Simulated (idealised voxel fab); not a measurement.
The name of this process module is voxel trench capacitor.
Pictured: cross-section cut, 275 nm wide, on a grid of 5 nm square cells.
Each cross-section below is a grid of square cells, stated as bands in top-down order, with one or more rows of cells making up each band. This entry defines a band. It first specifies the height of the band's top and the height of its bottom in nm, and then specifies the band's materials from left to right, stating each material with its width in nm. The word "all across" identifies a single material that fills the band from edge to edge, while the word "empty" identifies empty space. A quick word on heights: they are counted from 0, and under that level the wafer as it came to us is one material throughout. The lowest band is different from the rest in having no bottom; it simply continues downward, written as in "0 -> down". Width spec "30 to 40" -> top row of cells at first value, bottom row at second value, equal per-row change in between. Reading "no modifications" for a step: not a cell of the cross-section changed in it. Empty spaces without an open route to the top, at least 8 cells in extent, make up the entry "Sealed cavities"; each is given as width x height at distance, where the distance is measured from the left edge, and all are in nm. Step line, after settings: the simulator's comment on this step. Regarding "overlay nm": on a step with a mask, it is the distance the mask lay to the right of its planned place; a negative value places it to the left.
# The steps planned for the process are as follows
1. RECEIVE with material Si
2. CONFORMAL_DEP with material SiN, thk nm 10
3. PATTERN with tone open, mask id TRENCH, material resist, width nm 25, pitch nm 40, thk nm 15, overlay nm -15
4. DIRECTIONAL_ETCH with etch materials SiN, depth nm 10
5. DIRECTIONAL_ETCH with etch materials Si, depth nm 40
6. STRIP with etch materials resist
7. CONFORMAL_DEP with material Al2O3, thk nm 5
8. CONFORMAL_DEP with material TiN, thk nm 5
9. FILL_DEP with material W, thk nm 10
10. CMP with height nm 10
Same starting wafers, different overlay nm at step 3. Plan value belongs to the first wafer.
# Cross-section, first of several wafers, as delivered after step 1
* 0 -> down = Si all across
* Sealed cavities: none
# The table below has one row for each wafer; a row shows, as of the end of the module, how many cells of each material the wafer has gained, marked (+), or lost, marked (-), since it was received, and then the wafer's closed voids
overlay nm -15; +69 Al2O3; -120 Si; +80 SiN; +57 TiN; +24 W; Sealed cavities: none
overlay nm -10; +69 Al2O3; -120 Si; +80 SiN; +57 TiN; +24 W; Sealed cavities: none
overlay nm -5; +69 Al2O3; -120 Si; +80 SiN; +57 TiN; +24 W; Sealed cavities: none
overlay nm 0; +69 Al2O3; -120 Si; +80 SiN; +57 TiN; +24 W; Sealed cavities: none
overlay nm 5; +69 Al2O3; -120 Si; +80 SiN; +57 TiN; +24 W; Sealed cavities: none
overlay nm 10; +69 Al2O3; -120 Si; +80 SiN; +57 TiN; +24 W; Sealed cavities: none
overlay nm 15; +69 Al2O3; -120 Si; +80 SiN; +57 TiN; +24 W; Sealed cavities: none
